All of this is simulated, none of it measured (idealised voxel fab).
Process module name: voxel self aligned vias
The figure presents cross-section cut, which has a width of 220 nm and is divided into square cells with an edge length of 5 nm.
Just so we're on the same page, the cross-sections are grids of square cells, and they're listed out in bands top to bottom, each band one or more rows deep. Band entry format. Leading values: height of top, height of bottom, nm. Remainder: materials in left-to-right order, each with its width in nm. Special words: "full width" on a single material, which then fills the band edge to edge; "empty", empty space. The reference from which all heights are counted is 0, the level beneath which the as-received wafer is entirely one material; the lowest band, having no lower bound, proceeds downward and is written after the example "0 nm and below". Note: "30->40" means the width goes from the first number (top row of the band) to the second number (bottom row) in equal steps per row of cells. "no alterations made" (step): cross-section cells unchanged, all of them. Heads up: "Closed void catalog" only lists the empty pockets with no open path to the top that are 8 cells or more, and it writes them as width x height at distance, distance from the left edge, in nm. after a step's settings: what the simulator itself notes on the step. overlay nm, on a step with a mask: how far to the right of its planned place the mask lay; to the left if negative.
Listed below are the process steps as planned
1) RECEIVE: material Si
2) CONFORMAL_DEP: material SiO2, thk nm 15
3) CONFORMAL_DEP: material SiCN, thk nm 5
4) DIRECTIONAL_DEP: material SiO2, thk nm 30
5) PATTERN: tone open, mask id LINES, material resist, width nm 20, pitch nm 50, thk nm 15, overlay nm 0
6) DIRECTIONAL_ETCH: etch materials SiO2, depth nm 30
7) STRIP: etch materials resist
8) CONFORMAL_DEP: material TiN, thk nm 5
9) FILL_DEP: material Ru, thk nm 5
10) CMP: height nm 50
11) SELECTIVE_ETCH: etch materials W Ru TiN, depth nm 10
12) FILL_DEP: material SiN, thk nm 10
13) CMP: height nm 50
14) DIRECTIONAL_DEP: material SiO2, thk nm 20
15) DIRECTIONAL_DEP: material aC, thk nm 10
16) PATTERN: tone open, mask id VIAS, material resist, width nm 30, thk nm 30, overlay nm 0
17) DIRECTIONAL_ETCH: etch materials aC, depth nm 10
18) STRIP: etch materials resist
19) DIRECTIONAL_ETCH: etch materials SiO2, depth nm 20
20) DIRECTIONAL_ETCH: etch materials SiN, depth nm 10
21) STRIP: etch materials aC
22) CONFORMAL_DEP: material TiN, thk nm 5
23) FILL_DEP: material Ru, thk nm 5
24) CMP: height nm 70
25) CONFORMAL_DEP: material SiCN, thk nm 5
Incoming wafer in cross-section (state: after step 1)
* 0 nm and below = Si full width
* Closed void catalog: none
Wafer at module end, in section. Began as above, planned as above, run with one mistake
* 75 nm to 70 nm = SiCN full width
* 70 nm to 50 nm = 75 nm SiO2; 5 nm TiN; 10 nm Ru; 5 nm TiN; 125 nm SiO2
* 50 nm to 45 nm = 75 nm SiO2; 5 nm TiN; 10 nm Ru; 5 nm TiN; 30 nm SiO2; 20 nm SiN; 75 nm SiO2
* 45 nm to 40 nm = 75 nm SiO2; 20 nm TiN; 30 nm SiO2; 20 nm SiN; 75 nm SiO2
* 40 nm to 25 nm = 75 nm SiO2; 5 nm TiN; 10 nm Ru; 5 nm TiN; 30 nm SiO2; 5 nm TiN; 10 nm Ru; 5 nm TiN; 75 nm SiO2
* 25 nm to 20 nm = 75 nm SiO2; 20 nm TiN; 30 nm SiO2; 20 nm TiN; 75 nm SiO2
* 20 nm to 15 nm = SiCN full width
* 15 nm to 0 nm = SiO2 full width
* 0 nm and below = Si full width
* Closed void catalog: none
The mistake made against the process plan was this: step 16 ran differently from the plan; actual operation with settings: PATTERN: tone open, mask id VIAS, material resist, width nm 20, thk nm 30, overlay nm 0
